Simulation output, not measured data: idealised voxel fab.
Herein follows the process module entitled voxel double patterning.
The cross-section shown here is cut; it is 260 nm wide and divided into square cells measuring 5 nm on a side.
A cross-section is a grid of square cells, given in bands from the top down. A band is one or more rows of cells.
Heights first: top, then bottom, in nm. Then materials, left to right, each with a width in nm. "all across" on a single material: fills the band edge to edge. "air": empty space.
Height is counted from the level 0, under which the received wafer is composed throughout of one material. The lowest of the bands is not closed at the bottom but continues downward, in the notation "from 0 down".
The expression "30..40" gives the width at the extremes of the band, the first number at its top row of cells and the second at its bottom row, with the width changing by equal amounts from each row to the next in between.
You'll sometimes find "changes: none" written for a step, and that's the way of saying that nowhere in the cross-section did a cell change during that step.
"Closed voids list" means: voids of 8 cells or more that are shut off from the top with no open way through. Written width x height at distance, distance from the left edge, in nm.
Text after the settings on a step's line: the simulator's own remark on that step.
overlay nm: mask right of planned place by this much (step with mask). Neg. = left.
-- Planned step list for the process
| 1 | RECEIVE: material Si |
| 2 | CONFORMAL_DEP: material SiO2, thk nm 5 |
| 3 | DIRECTIONAL_DEP: material TiN, thk nm 10 |
| 4 | DIRECTIONAL_DEP: material SiCN, thk nm 10 |
| 5 | DIRECTIONAL_DEP: material aC, thk nm 10 |
| 6 | PATTERN: tone open, mask id FIRST, material resist, width nm 15, pitch nm 50, thk nm 30, overlay nm 0 |
| 7 | DIRECTIONAL_ETCH: etch materials aC, depth nm 10 |
| 8 | STRIP: etch materials resist |
| 9 | DIRECTIONAL_ETCH: etch materials SiCN, depth nm 10 |
| 10 | STRIP: etch materials aC |
| 11 | PATTERN: tone open, mask id SECOND, material resist, width nm 15, thk nm 15, overlay nm -15 |
| 12 | DIRECTIONAL_ETCH: etch materials SiCN, depth nm 10 |
| 13 | STRIP: etch materials resist |
| 14 | DIRECTIONAL_ETCH: etch materials TiN, depth nm 10 |
| 15 | STRIP: etch materials SiCN |
All wafers enter the flow in the same state. The overlay nm at step 11 differs from wafer to wafer, and the plan gives the value for the first wafer.
-- This is how the first of several wafers looked in cross-section when it arrived, which is after step 1
* from 0 down  Si all across
* Closed voids list: none
-- Module finished, last step 15 done: cross-section of the first of several wafers
* from 15 to 5  TiN=95, then air=25, then TiN=25, then air=15, then TiN=100
* from 5 to 0  SiO2 all across
* from 0 down  Si all across
* Closed voids list: none
-- Last wafer of the set, cross-sectioned at end of module
* from 15 to 5  TiN=95, then air=15, then TiN=25, then air=25, then TiN=100
* from 5 to 0  SiO2 all across
* from 0 down  Si all across
* Closed voids list: none
-- Per wafer, end of module: cells gained (+) or lost (-) per material since receipt, then closed voids
overlay nm -15, +52 SiO2, +88 TiN, Closed voids list: none
overlay nm -10, +52 SiO2, +86 TiN, Closed voids list: none
overlay nm -5, +52 SiO2, +86 TiN, Closed voids list: none
overlay nm 0, +52 SiO2, +86 TiN, Closed voids list: none
overlay nm 5, +52 SiO2, +86 TiN, Closed voids list: none
overlay nm 10, +52 SiO2, +86 TiN, Closed voids list: none
overlay nm 15, +52 SiO2, +88 TiN, Closed voids list: none
